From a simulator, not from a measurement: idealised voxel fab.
process module | voxel transistor to metal
The cross-section on display is named cut; it measures 175 nm wide, and its cells are 5 nm squares.
Reading order for cross-sections: top band down to bottom band. Underlying form: a grid of square cells. Band size: one or more rows of cells. Per band: top height and bottom height in nm, followed by the left-to-right materials and their widths in nm; "everywhere" marks a single material spanning edge to edge, "air" marks empty space. Height is counted from the level 0, under which the received wafer is composed throughout of one material. The lowest of the bands is not closed at the bottom but continues downward, in the notation "0 and below". Width: "30..40" (first number = top row, second number = bottom row, same change from row to row of cells). Step marked "all unchanged"? Then no cell in the cross-section changed in it. In "Closed cavities" the enclosed voids are listed, meaning empty spaces of 8 cells or larger without any opening to the top. The form is width x height at distance, distance from the left edge, units nm. Text after the settings on a step's line: the simulator's own remark on that step. Regarding "overlay nm": on a step with a mask, it is the distance the mask lay to the right of its planned place; a negative value places it to the left.
## Planned process steps
1. RECEIVE: material Si
2. OXIDIZE: depth nm 5
3. CONFORMAL_DEP: material SiN, thk nm 10
4. MASKED_ETCH: tone cover, mask id ACTIVE, width nm 110, etch materials SiN, depth nm 10, overlay nm 0
5. MASKED_ETCH: tone cover, mask id ACTIVE, width nm 110, etch materials SiO2, depth nm 5, overlay nm 0
6. MASKED_ETCH: tone cover, mask id ACTIVE, width nm 110, etch materials Si, depth nm 25, overlay nm 0
7. OXIDIZE: depth nm 5
8. FILL_DEP: material SiO2, thk nm 5
9. CMP: height nm 10
10. SELECTIVE_ETCH: etch materials SiO2, depth nm 5
11. STRIP: etch materials SiN
12. SELECTIVE_ETCH: etch materials SiO2, depth nm 5
13. OXIDIZE: depth nm 5
14. DIRECTIONAL_DEP: material polySi, thk nm 25
15. DIRECTIONAL_DEP: material SiCN, thk nm 15
16. MASKED_ETCH: tone cover, mask id GATE, width nm 30, etch materials SiCN, depth nm 25, overlay nm 0
17. MASKED_ETCH: tone cover, mask id GATE, width nm 30, etch materials polySi, depth nm 35, overlay nm 0
18. CONFORMAL_DEP: material SiO2, thk nm 5
19. DIRECTIONAL_ETCH: etch materials SiO2, depth nm 5
20. CONFORMAL_DEP: material SiN, thk nm 5
21. DIRECTIONAL_ETCH: etch materials SiN, depth nm 5
22. DIRECTIONAL_ETCH: etch materials SiO2, depth nm 5
23. DIRECTIONAL_ETCH: etch materials Si, depth nm 10
24. EPI: material nSi, thk nm 10
25. FILL_DEP: material SiO2, thk nm 10
26. CMP: height nm 20
27. STRIP: etch materials polySi
28. SELECTIVE_ETCH: etch materials SiO2, depth nm 5
29. CONFORMAL_DEP: material HfO2, thk nm 5
30. CONFORMAL_DEP: material TiN, thk nm 5
31. FILL_DEP: material W, thk nm 10
32. CMP: height nm 15
33. DIRECTIONAL_DEP: material SiO2, thk nm 10
34. DIRECTIONAL_DEP: material aC, thk nm 15
35. PATTERN: tone open, mask id CONTACT, material resist, width nm 15, pitch nm 75, thk nm 35, overlay nm 0
36. DIRECTIONAL_ETCH: etch materials aC, depth nm 15
37. STRIP: etch materials resist
38. DIRECTIONAL_ETCH: etch materials SiO2, depth nm 35
39. STRIP: etch materials aC
40. CONFORMAL_DEP: material TiN, thk nm 5
41. FILL_DEP: material Ru, thk nm 5
42. CMP: height nm 25
43. DIRECTIONAL_DEP: material TiN, thk nm 5
44. DIRECTIONAL_DEP: material W, thk nm 25
45. DIRECTIONAL_DEP: material aC, thk nm 10
46. PATTERN: tone cover, mask id METAL_1, material resist, width nm 15, pitch nm 75, thk nm 25, overlay nm 0
47. DIRECTIONAL_ETCH: etch materials aC, depth nm 10
48. STRIP: etch materials resist
49. DIRECTIONAL_ETCH: etch materials W, depth nm 25
50. DIRECTIONAL_ETCH: etch materials TiN, depth nm 5
51. STRIP: etch materials aC
52. CONFORMAL_DEP: material SiCN, thk nm 5
53. FILL_DEP: material lowk, thk nm 5
54. CMP: height nm 55
55. CONFORMAL_DEP: material SiCN, thk nm 5
## The following pertains to the first of two wafers, which was processed as planned
## Cross-section of the incoming wafer, state after step 1
* 0 and below  Si everywhere
* Closed cavities: none
## State of the wafer after step 2, shown in cross-section
* 0 down to -5  SiO2 everywhere
* Below -5 it's all the same as before, nothing changed down there.
## State of the wafer after step 3, shown in cross-section
* 10 down to 0  SiN everywhere
* Below 0 it's all the same as before, nothing changed down there.
## State of the wafer after step 4, shown in cross-section
* 10 down to 0  air 30, SiN 110, air 35
* Below 0 it's all the same as before, nothing changed down there.
## State of the wafer after step 5, shown in cross-section
* 10 down to 0  air 30, SiN 110, air 35
* 0 down to -5  air 30, SiO2 110, air 35
* Below -5 it's all the same as before, nothing changed down there.
## State of the wafer after step 6, shown in cross-section
* 10 down to 0  air 30, SiN 110, air 35
* 0 down to -5  air 30, SiO2 110, air 35
* -5 down to -30  air 30, Si 110, air 35
* Below -30 it's all the same as before, nothing changed down there.
## State of the wafer after step 7, shown in cross-section
* 10 down to 0  air 30, SiN 110, air 35
* 0 down to -5  air 30, SiO2 110, air 35
* -5 down to -30  air 30, SiO2 5, Si 100, SiO2 5, air 35
* -30 down to -35  SiO2 35, Si 100, SiO2 40
* Below -35 it's all the same as before, nothing changed down there.
## State of the wafer after step 8, shown in cross-section
* 15 down to 10  SiO2 everywhere
* 10 down to 0  SiO2 30, SiN 110, SiO2 35
* 0 down to -5  SiO2 everywhere
* -5 down to -35  SiO2 35, Si 100, SiO2 40
* Below -35 it's all the same as before, nothing changed down there.
## State of the wafer after step 9, shown in cross-section
* 10 down to 0  SiO2 30, SiN 110, SiO2 35
* Below 0 it's all the same as before, nothing changed down there.
## State of the wafer after step 10, shown in cross-section
* 10 down to 5  air 30, SiN 110, air 35
* Below 5 it's all the same as before, nothing changed down there.
## State of the wafer after step 11, shown in cross-section
* 5 down to 0  SiO2 30, air 110, SiO2 35
* Below 0 it's all the same as before, nothing changed down there.
## State of the wafer after step 12, shown in cross-section
* 0 down to -5  SiO2 25, air 120, SiO2 30
* Below -5 it's all the same as before, nothing changed down there.
## State of the wafer after step 13, shown in cross-section
* 0 down to -5  SiO2 25, air 120, SiO2 30
* -5 down to -10  SiO2 everywhere
* Below -10 it's all the same as before, nothing changed down there.
## State of the wafer after step 14, shown in cross-section
* 25 down to 20  polySi 25, air 120, polySi 30
* 20 down to 0  polySi everywhere
* 0 down to -5  SiO2 25, polySi 120, SiO2 30
* Below -5 it's all the same as before, nothing changed down there.
## State of the wafer after step 15, shown in cross-section
* 40 down to 35  SiCN 25, air 120, SiCN 30
* 35 down to 25  SiCN everywhere
* 25 down to 20  polySi 25, SiCN 120, polySi 30
* Below 20 it's all the same as before, nothing changed down there.
## State of the wafer after step 16, shown in cross-section
* 35 down to 25  air 70, SiCN 30, air 75
* 25 down to 20  polySi 25, air 45, SiCN 30, air 45, polySi 30
* Below 20 it's all the same as before, nothing changed down there.
## State of the wafer after step 17, shown in cross-section
* 35 down to 20  air 70, SiCN 30, air 75
* 20 down to 0  air 70, polySi 30, air 75
* 0 down to -5  SiO2 25, air 45, polySi 30, air 45, SiO2 30
* Below -5 it's all the same as before, nothing changed down there.
## State of the wafer after step 18, shown in cross-section
* 40 down to 35  air 65, SiO2 40, air 70
* 35 down to 20  air 65, SiO2 5, SiCN 30, SiO2 5, air 70
* 20 down to 5  air 65, SiO2 5, polySi 30, SiO2 5, air 70
* 5 down to 0  SiO2 30, air 35, SiO2 5, polySi 30, SiO2 5, air 35, SiO2 35
* 0 down to -5  SiO2 70, polySi 30, SiO2 75
* Below -5 it's all the same as before, nothing changed down there.
## State of the wafer after step 19, shown in cross-section
* 35 down to 20  air 65, SiO2 5, SiCN 30, SiO2 5, air 70
* 20 down to 0  air 65, SiO2 5, polySi 30, SiO2 5, air 70
* 0 down to -5  SiO2 30, air 35, SiO2 5, polySi 30, SiO2 5, air 35, SiO2 35
* Below -5 it's all the same as before, nothing changed down there.
## State of the wafer after step 20, shown in cross-section
* 40 down to 35  air 60, SiN 50, air 65
* 35 down to 20  air 60, SiN 5, SiO2 5, SiCN 30, SiO2 5, SiN 5, air 65
* 20 down to 5  air 60, SiN 5, SiO2 5, polySi 30, SiO2 5, SiN 5, air 65
* 5 down to 0  SiN 35, air 25, SiN 5, SiO2 5, polySi 30, SiO2 5, SiN 5, air 25, SiN 40
* 0 down to -5  SiO2 30, SiN 35, SiO2 5, polySi 30, SiO2 5, SiN 35, SiO2 35
* Below -5 it's all the same as before, nothing changed down there.
## State of the wafer after step 21, shown in cross-section
* 35 down to 20  air 60, SiN 5, SiO2 5, SiCN 30, SiO2 5, SiN 5, air 65
* 20 down to 0  air 60, SiN 5, SiO2 5, polySi 30, SiO2 5, SiN 5, air 65
* 0 down to -5  SiO2 30, SiN 5, air 25, SiN 5, SiO2 5, polySi 30, SiO2 5, SiN 5, air 25, SiN 5, SiO2 35
* Below -5 it's all the same as before, nothing changed down there.
## State of the wafer after step 22, shown in cross-section
* 35 down to 30  air 60, SiN 5, air 5, SiCN 30, air 5, SiN 5, air 65
* 30 down to 20  air 60, SiN 5, SiO2 5, SiCN 30, SiO2 5, SiN 5, air 65
* 20 down to 0  air 60, SiN 5, SiO2 5, polySi 30, SiO2 5, SiN 5, air 65
* 0 down to -5  air 30, SiN 5, air 25, SiN 5, SiO2 5, polySi 30, SiO2 5, SiN 5, air 25, SiN 5, air 35
* -5 down to -10  SiO2 35, air 25, SiO2 50, air 25, SiO2 40
* Below -10 it's all the same as before, nothing changed down there.
## State of the wafer after step 23, shown in cross-section
* 35 down to 30  air 60, SiN 5, air 5, SiCN 30, air 5, SiN 5, air 65
* 30 down to 20  air 60, SiN 5, SiO2 5, SiCN 30, SiO2 5, SiN 5, air 65
* 20 down to 0  air 60, SiN 5, SiO2 5, polySi 30, SiO2 5, SiN 5, air 65
* 0 down to -5  air 30, SiN 5, air 25, SiN 5, SiO2 5, polySi 30, SiO2 5, SiN 5, air 25, SiN 5, air 35
* -5 down to -10  SiO2 35, air 25, SiO2 50, air 25, SiO2 40
* -10 down to -20  SiO2 35, air 25, Si 50, air 25, SiO2 40
* Below -20 it's all the same as before, nothing changed down there.
## State of the wafer after step 24, shown in cross-section
* 35 down to 30  air 60, SiN 5, air 5, SiCN 30, air 5, SiN 5, air 65
* 30 down to 20  air 60, SiN 5, SiO2 5, SiCN 30, SiO2 5, SiN 5, air 65
* 20 down to 0  air 60, SiN 5, SiO2 5, polySi 30, SiO2 5, SiN 5, air 65
* 0 down to -5  air 30, SiN 5, air 15, nSi 10, SiN 5, SiO2 5, polySi 30, SiO2 5, SiN 5, nSi 10, air 15, SiN 5, air 35
* -5 down to -10  SiO2 35, air 15, nSi 10, SiO2 50, nSi 10, air 15, SiO2 40
* -10 down to -20  SiO2 35, nSi 25, Si 50, nSi 25, SiO2 40
* Below -20 it's all the same as before, nothing changed down there.
## State of the wafer after step 25, shown in cross-section
* 45 down to 35  SiO2 everywhere
* 35 down to 20  SiO2 60, SiN 5, SiO2 5, SiCN 30, SiO2 5, SiN 5, SiO2 65
* 20 down to 0  SiO2 60, SiN 5, SiO2 5, polySi 30, SiO2 5, SiN 5, SiO2 65
* 0 down to -5  SiO2 30, SiN 5, SiO2 15, nSi 10, SiN 5, SiO2 5, polySi 30, SiO2 5, SiN 5, nSi 10, SiO2 15, SiN 5, SiO2 35
* -5 down to -10  SiO2 50, nSi 10, SiO2 50, nSi 10, SiO2 55
* Below -10 it's all the same as before, nothing changed down there.
## State of the wafer after step 26, shown in cross-section
* 20 down to 0  SiO2 60, SiN 5, SiO2 5, polySi 30, SiO2 5, SiN 5, SiO2 65
* Below 0 it's all the same as before, nothing changed down there.
## State of the wafer after step 27, shown in cross-section
* 20 down to 0  SiO2 60, SiN 5, SiO2 5, air 30, SiO2 5, SiN 5, SiO2 65
* 0 down to -5  SiO2 30, SiN 5, SiO2 15, nSi 10, SiN 5, SiO2 5, air 30, SiO2 5, SiN 5, nSi 10, SiO2 15, SiN 5, SiO2 35
* Below -5 it's all the same as before, nothing changed down there.
## State of the wafer after step 28, shown in cross-section
* 20 down to 15  air 60, SiN 5, air 40, SiN 5, air 65
* 15 down to 0  SiO2 60, SiN 5, air 40, SiN 5, SiO2 65
* 0 down to -5  SiO2 30, SiN 5, SiO2 15, nSi 10, SiN 5, air 40, SiN 5, nSi 10, SiO2 15, SiN 5, SiO2 35
* -5 down to -10  SiO2 50, nSi 10, SiO2 5, air 40, SiO2 5, nSi 10, SiO2 55
* Below -10 it's all the same as before, nothing changed down there.
## State of the wafer after step 29, shown in cross-section
* 25 down to 20  air 55, HfO2 15, air 30, HfO2 15, air 60
* 20 down to 15  HfO2 60, SiN 5, HfO2 5, air 30, HfO2 5, SiN 5, HfO2 65
* 15 down to 0  SiO2 60, SiN 5, HfO2 5, air 30, HfO2 5, SiN 5, SiO2 65
* 0 down to -5  SiO2 30, SiN 5, SiO2 15, nSi 10, SiN 5, HfO2 5, air 30, HfO2 5, SiN 5, nSi 10, SiO2 15, SiN 5, SiO2 35
* -5 down to -10  SiO2 50, nSi 10, SiO2 5, HfO2 40, SiO2 5, nSi 10, SiO2 55
* Below -10 it's all the same as before, nothing changed down there.
## State of the wafer after step 30, shown in cross-section
* 30 down to 25  air 50, TiN 25, air 20, TiN 25, air 55
* 25 down to 20  TiN 55, HfO2 15, TiN 5, air 20, TiN 5, HfO2 15, TiN 60
* 20 down to 15  HfO2 60, SiN 5, HfO2 5, TiN 5, air 20, TiN 5, HfO2 5, SiN 5, HfO2 65
* 15 down to 0  SiO2 60, SiN 5, HfO2 5, TiN 5, air 20, TiN 5, HfO2 5, SiN 5, SiO2 65
* 0 down to -5  SiO2 30, SiN 5, SiO2 15, nSi 10, SiN 5, HfO2 5, TiN 30, HfO2 5, SiN 5, nSi 10, SiO2 15, SiN 5, SiO2 35
* Below -5 it's all the same as before, nothing changed down there.
## State of the wafer after step 31, shown in cross-section
* 40 down to 30  W everywhere
* 30 down to 25  W 50, TiN 25, W 20, TiN 25, W 55
* 25 down to 20  TiN 55, HfO2 15, TiN 5, W 20, TiN 5, HfO2 15, TiN 60
* 20 down to 15  HfO2 60, SiN 5, HfO2 5, TiN 5, W 20, TiN 5, HfO2 5, SiN 5, HfO2 65
* 15 down to 0  SiO2 60, SiN 5, HfO2 5, TiN 5, W 20, TiN 5, HfO2 5, SiN 5, SiO2 65
* Below 0 it's all the same as before, nothing changed down there.
## State of the wafer after step 32, shown in cross-section
* 15 down to 0  SiO2 60, SiN 5, HfO2 5, TiN 5, W 20, TiN 5, HfO2 5, SiN 5, SiO2 65
* Below 0 it's all the same as before, nothing changed down there.
## State of the wafer after step 33, shown in cross-section
* 25 down to 15  SiO2 everywhere
* Below 15 it's all the same as before, nothing changed down there.
## State of the wafer after step 34, shown in cross-section
* 40 down to 25  aC everywhere
* Below 25 it's all the same as before, nothing changed down there.
## State of the wafer after step 35, shown in cross-section
* 75 down to 40  resist 40, air 15, resist 60, air 15, resist 45
* Below 40 it's all the same as before, nothing changed down there.
## State of the wafer after step 36, shown in cross-section
* 60 down to 40  resist 40, air 15, resist 60, air 15, resist 45
* 40 down to 25  aC 40, air 15, aC 60, air 15, aC 45
* Below 25 it's all the same as before, nothing changed down there.
## State of the wafer after step 37, shown in cross-section
* 40 down to 25  aC 40, air 15, aC 60, air 15, aC 45
* Below 25 it's all the same as before, nothing changed down there.
## State of the wafer after step 38, shown in cross-section
* 40 down to 25  aC 40, air 15, aC 60, air 15, aC 45
* 25 down to 15  SiO2 40, air 15, SiO2 60, air 15, SiO2 45
* 15 down to 0  SiO2 40, air 15, SiO2 5, SiN 5, HfO2 5, TiN 5, W 20, TiN 5, HfO2 5, SiN 5, SiO2 5, air 15, SiO2 45
* 0 down to -5  SiO2 30, SiN 5, SiO2 5, air 10, nSi 10, SiN 5, HfO2 5, TiN 30, HfO2 5, SiN 5, nSi 10, air 10, SiO2 5, SiN 5, SiO2 35
* -5 down to -10  SiO2 40, air 10, nSi 10, SiO2 5, HfO2 40, SiO2 5, nSi 10, air 10, SiO2 45
* Below -10 it's all the same as before, nothing changed down there.
## State of the wafer after step 39, shown in cross-section
* 25 down to 15  SiO2 40, air 15, SiO2 60, air 15, SiO2 45
* Below 15 it's all the same as before, nothing changed down there.
## State of the wafer after step 40, shown in cross-section
* 30 down to 25  TiN 45, air 5, TiN 70, air 5, TiN 50
* 25 down to 15  SiO2 40, TiN 5, air 5, TiN 5, SiO2 60, TiN 5, air 5, TiN 5, SiO2 45
* 15 down to 5  SiO2 40, TiN 5, air 5, TiN 5, SiO2 5, SiN 5, HfO2 5, TiN 5, W 20, TiN 5, HfO2 5, SiN 5, SiO2 5, TiN 5, air 5, TiN 5, SiO2 45
* 5 down to 0  SiO2 40, TiN 15, SiO2 5, SiN 5, HfO2 5, TiN 5, W 20, TiN 5, HfO2 5, SiN 5, SiO2 5, TiN 15, SiO2 45
* 0 down to -5  SiO2 30, SiN 5, SiO2 5, TiN 10, nSi 10, SiN 5, HfO2 5, TiN 30, HfO2 5, SiN 5, nSi 10, TiN 10, SiO2 5, SiN 5, SiO2 35
* -5 down to -10  SiO2 40, TiN 10, nSi 10, SiO2 5, HfO2 40, SiO2 5, nSi 10, TiN 10, SiO2 45
* Below -10 it's all the same as before, nothing changed down there.
## State of the wafer after step 41, shown in cross-section
* 35 down to 30  Ru everywhere
* 30 down to 25  TiN 45, Ru 5, TiN 70, Ru 5, TiN 50
* 25 down to 15  SiO2 40, TiN 5, Ru 5, TiN 5, SiO2 60, TiN 5, Ru 5, TiN 5, SiO2 45
* 15 down to 5  SiO2 40, TiN 5, Ru 5, TiN 5, SiO2 5, SiN 5, HfO2 5, TiN 5, W 20, TiN 5, HfO2 5, SiN 5, SiO2 5, TiN 5, Ru 5, TiN 5, SiO2 45
* Below 5 it's all the same as before, nothing changed down there.
## State of the wafer after step 42, shown in cross-section
* 25 down to 15  SiO2 40, TiN 5, Ru 5, TiN 5, SiO2 60, TiN 5, Ru 5, TiN 5, SiO2 45
* Below 15 it's all the same as before, nothing changed down there.
## State of the wafer after step 43, shown in cross-section
* 30 down to 25  TiN everywhere
* Below 25 it's all the same as before, nothing changed down there.
## State of the wafer after step 44, shown in cross-section
* 55 down to 30  W everywhere
* Below 30 it's all the same as before, nothing changed down there.
## State of the wafer after step 45, shown in cross-section
* 65 down to 55  aC everywhere
* Below 55 it's all the same as before, nothing changed down there.
## State of the wafer after step 46, shown in cross-section
* 90 down to 65  air 40, resist 15, air 60, resist 15, air 45
* Below 65 it's all the same as before, nothing changed down there.
## State of the wafer after step 47, shown in cross-section
* 80 down to 65  air 40, resist 15, air 60, resist 15, air 45
* 65 down to 55  air 40, aC 15, air 60, aC 15, air 45
* Below 55 it's all the same as before, nothing changed down there.
## State of the wafer after step 48, shown in cross-section
* 65 down to 55  air 40, aC 15, air 60, aC 15, air 45
* Below 55 it's all the same as before, nothing changed down there.
## State of the wafer after step 49, shown in cross-section
* 65 down to 55  air 40, aC 15, air 60, aC 15, air 45
* 55 down to 30  air 40, W 15, air 60, W 15, air 45
* Below 30 it's all the same as before, nothing changed down there.
## State of the wafer after step 50, shown in cross-section
* 65 down to 55  air 40, aC 15, air 60, aC 15, air 45
* 55 down to 30  air 40, W 15, air 60, W 15, air 45
* 30 down to 25  air 40, TiN 15, air 60, TiN 15, air 45
* Below 25 it's all the same as before, nothing changed down there.
## State of the wafer after step 51, shown in cross-section
* 55 down to 30  air 40, W 15, air 60, W 15, air 45
* Below 30 it's all the same as before, nothing changed down there.
## State of the wafer after step 52, shown in cross-section
* 60 down to 55  air 35, SiCN 25, air 50, SiCN 25, air 40
* 55 down to 30  air 35, SiCN 5, W 15, SiCN 5, air 50, SiCN 5, W 15, SiCN 5, air 40
* 30 down to 25  SiCN 40, TiN 15, SiCN 60, TiN 15, SiCN 45
* Below 25 it's all the same as before, nothing changed down there.
## State of the wafer after step 53, shown in cross-section
* 65 down to 60  lowk everywhere
* 60 down to 55  lowk 35, SiCN 25, lowk 50, SiCN 25, lowk 40
* 55 down to 30  lowk 35, SiCN 5, W 15, SiCN 5, lowk 50, SiCN 5, W 15, SiCN 5, lowk 40
* Below 30 it's all the same as before, nothing changed down there.
## State of the wafer after step 54, shown in cross-section
* 55 down to 30  lowk 35, SiCN 5, W 15, SiCN 5, lowk 50, SiCN 5, W 15, SiCN 5, lowk 40
* Below 30 it's all the same as before, nothing changed down there.
## State of the wafer after step 55, shown in cross-section
* 60 down to 55  SiCN everywhere
* Below 55 it's all the same as before, nothing changed down there.
## Wafer two of two - same starting point, same process plan, one mistake in execution; matches wafer one up to and including step 28
What the second wafer looks like in cross-section when step 29 should have wrapped up: all unchanged
## What the second wafer looks like in cross-section when step 30 should have wrapped up
* 25 down to 20  air 55, TiN 15, air 30, TiN 15, air 60
* 20 down to 15  TiN 60, SiN 5, TiN 5, air 30, TiN 5, SiN 5, TiN 65
* 15 down to 0  SiO2 60, SiN 5, TiN 5, air 30, TiN 5, SiN 5, SiO2 65
* 0 down to -5  SiO2 30, SiN 5, SiO2 15, nSi 10, SiN 5, TiN 5, air 30, TiN 5, SiN 5, nSi 10, SiO2 15, SiN 5, SiO2 35
* -5 down to -10  SiO2 50, nSi 10, SiO2 5, TiN 40, SiO2 5, nSi 10, SiO2 55
* Below -10 it's all the same as before, nothing changed down there.
## What the second wafer looks like in cross-section when step 31 should have wrapped up
* 35 down to 25  W everywhere
* 25 down to 20  W 55, TiN 15, W 30, TiN 15, W 60
* 20 down to 15  TiN 60, SiN 5, TiN 5, W 30, TiN 5, SiN 5, TiN 65
* 15 down to 0  SiO2 60, SiN 5, TiN 5, W 30, TiN 5, SiN 5, SiO2 65
* 0 down to -5  SiO2 30, SiN 5, SiO2 15, nSi 10, SiN 5, TiN 5, W 30, TiN 5, SiN 5, nSi 10, SiO2 15, SiN 5, SiO2 35
* Below -5 it's all the same as before, nothing changed down there.
## What the second wafer looks like in cross-section when step 32 should have wrapped up
* 15 down to 0  SiO2 60, SiN 5, TiN 5, W 30, TiN 5, SiN 5, SiO2 65
* Below 0 it's all the same as before, nothing changed down there.
## What the second wafer looks like in cross-section when step 33 should have wrapped up
* 25 down to 15  SiO2 everywhere
* Below 15 it's all the same as before, nothing changed down there.
## What the second wafer looks like in cross-section when step 34 should have wrapped up
* 40 down to 25  aC everywhere
* Below 25 it's all the same as before, nothing changed down there.
## What the second wafer looks like in cross-section when step 35 should have wrapped up
* 75 down to 40  resist 40, air 15, resist 60, air 15, resist 45
* Below 40 it's all the same as before, nothing changed down there.
## What the second wafer looks like in cross-section when step 36 should have wrapped up
* 60 down to 40  resist 40, air 15, resist 60, air 15, resist 45
* 40 down to 25  aC 40, air 15, aC 60, air 15, aC 45
* Below 25 it's all the same as before, nothing changed down there.
## What the second wafer looks like in cross-section when step 37 should have wrapped up
* 40 down to 25  aC 40, air 15, aC 60, air 15, aC 45
* Below 25 it's all the same as before, nothing changed down there.
## What the second wafer looks like in cross-section when step 38 should have wrapped up
* 40 down to 25  aC 40, air 15, aC 60, air 15, aC 45
* 25 down to 15  SiO2 40, air 15, SiO2 60, air 15, SiO2 45
* 15 down to 0  SiO2 40, air 15, SiO2 5, SiN 5, TiN 5, W 30, TiN 5, SiN 5, SiO2 5, air 15, SiO2 45
* 0 down to -5  SiO2 30, SiN 5, SiO2 5, air 10, nSi 10, SiN 5, TiN 5, W 30, TiN 5, SiN 5, nSi 10, air 10, SiO2 5, SiN 5, SiO2 35
* -5 down to -10  SiO2 40, air 10, nSi 10, SiO2 5, TiN 40, SiO2 5, nSi 10, air 10, SiO2 45
* Below -10 it's all the same as before, nothing changed down there.
## What the second wafer looks like in cross-section when step 39 should have wrapped up
* 25 down to 15  SiO2 40, air 15, SiO2 60, air 15, SiO2 45
* Below 15 it's all the same as before, nothing changed down there.
## What the second wafer looks like in cross-section when step 40 should have wrapped up
* 30 down to 25  TiN 45, air 5, TiN 70, air 5, TiN 50
* 25 down to 15  SiO2 40, TiN 5, air 5, TiN 5, SiO2 60, TiN 5, air 5, TiN 5, SiO2 45
* 15 down to 5  SiO2 40, TiN 5, air 5, TiN 5, SiO2 5, SiN 5, TiN 5, W 30, TiN 5, SiN 5, SiO2 5, TiN 5, air 5, TiN 5, SiO2 45
* 5 down to 0  SiO2 40, TiN 15, SiO2 5, SiN 5, TiN 5, W 30, TiN 5, SiN 5, SiO2 5, TiN 15, SiO2 45
* 0 down to -5  SiO2 30, SiN 5, SiO2 5, TiN 10, nSi 10, SiN 5, TiN 5, W 30, TiN 5, SiN 5, nSi 10, TiN 10, SiO2 5, SiN 5, SiO2 35
* -5 down to -10  SiO2 40, TiN 10, nSi 10, SiO2 5, TiN 40, SiO2 5, nSi 10, TiN 10, SiO2 45
* Below -10 it's all the same as before, nothing changed down there.
## What the second wafer looks like in cross-section when step 41 should have wrapped up
* 35 down to 30  Ru everywhere
* 30 down to 25  TiN 45, Ru 5, TiN 70, Ru 5, TiN 50
* 25 down to 15  SiO2 40, TiN 5, Ru 5, TiN 5, SiO2 60, TiN 5, Ru 5, TiN 5, SiO2 45
* 15 down to 5  SiO2 40, TiN 5, Ru 5, TiN 5, SiO2 5, SiN 5, TiN 5, W 30, TiN 5, SiN 5, SiO2 5, TiN 5, Ru 5, TiN 5, SiO2 45
* Below 5 it's all the same as before, nothing changed down there.
## What the second wafer looks like in cross-section when step 42 should have wrapped up
* 25 down to 15  SiO2 40, TiN 5, Ru 5, TiN 5, SiO2 60, TiN 5, Ru 5, TiN 5, SiO2 45
* Below 15 it's all the same as before, nothing changed down there.
## What the second wafer looks like in cross-section when step 43 should have wrapped up
* 30 down to 25  TiN everywhere
* Below 25 it's all the same as before, nothing changed down there.
## What the second wafer looks like in cross-section when step 44 should have wrapped up
* 55 down to 30  W everywhere
* Below 30 it's all the same as before, nothing changed down there.
## What the second wafer looks like in cross-section when step 45 should have wrapped up
* 65 down to 55  aC everywhere
* Below 55 it's all the same as before, nothing changed down there.
## What the second wafer looks like in cross-section when step 46 should have wrapped up
* 90 down to 65  air 40, resist 15, air 60, resist 15, air 45
* Below 65 it's all the same as before, nothing changed down there.
## What the second wafer looks like in cross-section when step 47 should have wrapped up
* 80 down to 65  air 40, resist 15, air 60, resist 15, air 45
* 65 down to 55  air 40, aC 15, air 60, aC 15, air 45
* Below 55 it's all the same as before, nothing changed down there.
## What the second wafer looks like in cross-section when step 48 should have wrapped up
* 65 down to 55  air 40, aC 15, air 60, aC 15, air 45
* Below 55 it's all the same as before, nothing changed down there.
## What the second wafer looks like in cross-section when step 49 should have wrapped up
* 65 down to 55  air 40, aC 15, air 60, aC 15, air 45
* 55 down to 30  air 40, W 15, air 60, W 15, air 45
* Below 30 it's all the same as before, nothing changed down there.
## What the second wafer looks like in cross-section when step 50 should have wrapped up
* 65 down to 55  air 40, aC 15, air 60, aC 15, air 45
* 55 down to 30  air 40, W 15, air 60, W 15, air 45
* 30 down to 25  air 40, TiN 15, air 60, TiN 15, air 45
* Below 25 it's all the same as before, nothing changed down there.
## What the second wafer looks like in cross-section when step 51 should have wrapped up
* 55 down to 30  air 40, W 15, air 60, W 15, air 45
* Below 30 it's all the same as before, nothing changed down there.
## What the second wafer looks like in cross-section when step 52 should have wrapped up
* 60 down to 55  air 35, SiCN 25, air 50, SiCN 25, air 40
* 55 down to 30  air 35, SiCN 5, W 15, SiCN 5, air 50, SiCN 5, W 15, SiCN 5, air 40
* 30 down to 25  SiCN 40, TiN 15, SiCN 60, TiN 15, SiCN 45
* Below 25 it's all the same as before, nothing changed down there.
## What the second wafer looks like in cross-section when step 53 should have wrapped up
* 65 down to 60  lowk everywhere
* 60 down to 55  lowk 35, SiCN 25, lowk 50, SiCN 25, lowk 40
* 55 down to 30  lowk 35, SiCN 5, W 15, SiCN 5, lowk 50, SiCN 5, W 15, SiCN 5, lowk 40
* Below 30 it's all the same as before, nothing changed down there.
## What the second wafer looks like in cross-section when step 54 should have wrapped up
* 55 down to 30  lowk 35, SiCN 5, W 15, SiCN 5, lowk 50, SiCN 5, W 15, SiCN 5, lowk 40
* Below 30 it's all the same as before, nothing changed down there.
## What the second wafer looks like in cross-section when step 55 should have wrapped up
* 60 down to 55  SiCN everywhere
* Below 55 it's all the same as before, nothing changed down there.
Want to know what went wrong? step 29 of the plan got skipped, so it never ran
Count the cells at the end and the second wafer has more or fewer of some materials than the first: -16 HfO2; +4 TiN; +12 W
